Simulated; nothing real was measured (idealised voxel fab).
Name of the process module below: voxel plated lines
Shown is cross-section cut, with a width of 270 nm and square cells of size 5 nm.
When this document writes out a cross-section, it uses a grid of square cells and lists it as bands, beginning at the top and moving down, with a band standing for one or more rows of cells.
Heads up on the band format: heights come first, top then bottom, in nm. After that it's the materials left to right, each with its width in nm. A single material flagged "everywhere" fills the whole band edge to edge, and "empty" means there's empty space there.
Height reference: 0 = level under which incoming wafer is all one material. Lowest band: no bottom, runs on downward, e.g. "top 0, no bottom".
The two numbers in a width such as "30->40" mark its ends across the band: the first belongs to the top row of cells, the second to the bottom row, and from each row to the next the width moves by the same amount.
"remained the same" (step): cross-section cells unchanged, all of them.
"Closed voids list" means: voids of 8 cells or more that are shut off from the top with no open way through. Written width x height at distance, distance from the left edge, in nm.
Note: text after step settings on the step line = simulator remark on that step.
If you see "overlay nm" on a step's line and that step has a mask, it's telling you how far right of where it was planned the mask ended up; a negative number means it went left instead.

PROCESS STEPS FORESEEN IN THE PLAN
1,RECEIVE, material Si
2,CONFORMAL_DEP, material SiO2, thk nm 15
3,DIRECTIONAL_DEP, material TiN, thk nm 5
4,PATTERN, tone open, mask id LINES, material resist, width nm 15, pitch nm 40, thk nm 25, overlay nm 0
5,EPI, material Ru, thk nm 5
6,EPI, material Ru, thk nm 10
7,STRIP, etch materials resist
8,DIRECTIONAL_ETCH, etch materials TiN, depth nm 5
9,CONFORMAL_DEP, material SiCN, thk nm 5

HERE'S WHAT THE WAFER LOOKED LIKE IN CROSS-SECTION WHEN IT ARRIVED - THAT'S AFTER STEP 1
    top 0, no bottom | Si everywhere
    Closed voids list: none

WHAT THE WAFER LOOKS LIKE IN CROSS-SECTION AFTER THIS MODULE, WHEN IT STARTS AS SHOWN ABOVE AND FOLLOWS THE PLAN ABOVE BUT ONE MISTAKE IS MADE IN RUNNING IT
    top 40, bottom 35 | 60 of empty, 25 of SiCN, 15 of empty, 25 of SiCN, 15 of empty, 25 of SiCN, 15 of empty, 25 of SiCN, 65 of empty
    top 35, bottom 30 | 60 of empty, 5 of SiCN, 15 of Ru, 5 of SiCN, 15 of empty, 5 of SiCN, 15 of Ru, 5 of SiCN, 15 of empty, 5 of SiCN, 15 of Ru, 5 of SiCN, 15 of empty, 5 of SiCN, 15 of Ru, 5 of SiCN, 65 of empty
    top 30, bottom 25 | 65 of SiCN, 15 of Ru, 25 of SiCN, 15 of Ru, 25 of SiCN, 15 of Ru, 25 of SiCN, 15 of Ru, 70 of SiCN
    top 25, bottom 20 | Ru everywhere
    top 20, bottom 15 | TiN everywhere
    top 15, bottom 0 | SiO2 everywhere
    top 0, no bottom | Si everywhere
    Closed voids list: none
The plan and the run diverged here: mixed up steps 4 and 5 - ran each in the other's place
